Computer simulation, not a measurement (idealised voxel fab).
Process module under the name voxel lift off
cross-section cut | 275 nm wide | cells 5 nm
Notation: cross-section as square-cell grid; stated in bands, top first, going down; one or more cell rows per band. Within each band entry, the heights of the top and of the bottom of the band appear first, in that order and in nm; the materials of the band then follow from left to right, each with its corresponding width in nm. The designation "everywhere" on a single material indicates that it fills the band from edge to edge; the designation "air" indicates empty space. Height 0 is the level under which the wafer as received is all one material. The lowest band goes on downwards, as in "0 down". The expression "30..40" gives the width at the extremes of the band, the first number at its top row of cells and the second at its bottom row, with the width changing by equal amounts from each row to the next in between. When a step is marked "no alteration", none of the cells in the cross-section changed during that step. The entry titled "Fully sealed voids" provides the empty spaces that have no open way to the top, restricted to those of 8 cells or more. Each is presented as width x height at distance, the distance being measured from the left edge, with all three in nm. Heads up: the bit after the settings on a step's line is the simulator's remark on that step. When a step includes a mask, the "overlay nm" setting on its line states how far to the right of its planned place that mask lay, and negative values state how far to the left.

# List of planned process steps
1 RECEIVE with material Si
2 CONFORMAL_DEP with material SiN, thk nm 15
3 PATTERN with tone open, mask id LINES, material resist, width nm 20, pitch nm 50, thk nm 15, overlay nm 0
4 DIRECTIONAL_DEP with material Ru, thk nm 5
5 STRIP with etch materials resist
6 CONFORMAL_DEP with material SiN, thk nm 10
Variable across wafers: step 3 width nm (plan value is that of the first wafer; starting state common to all).

# first wafer as received, after step 1
> 0 down: Si everywhere
> Fully sealed voids: none

# So in this table every wafer gets its own row, and what you see is where it stands at the end of the module: for each material, how many cells it picked up (+) or gave up (-) since we received it, and after that its closed voids
width nm 20, +12 Ru, +287 SiN, Fully sealed voids: none
width nm 25, +15 Ru, +287 SiN, Fully sealed voids: none
width nm 30, +18 Ru, +287 SiN, Fully sealed voids: none
width nm 35, +21 Ru, +285 SiN, Fully sealed voids: none
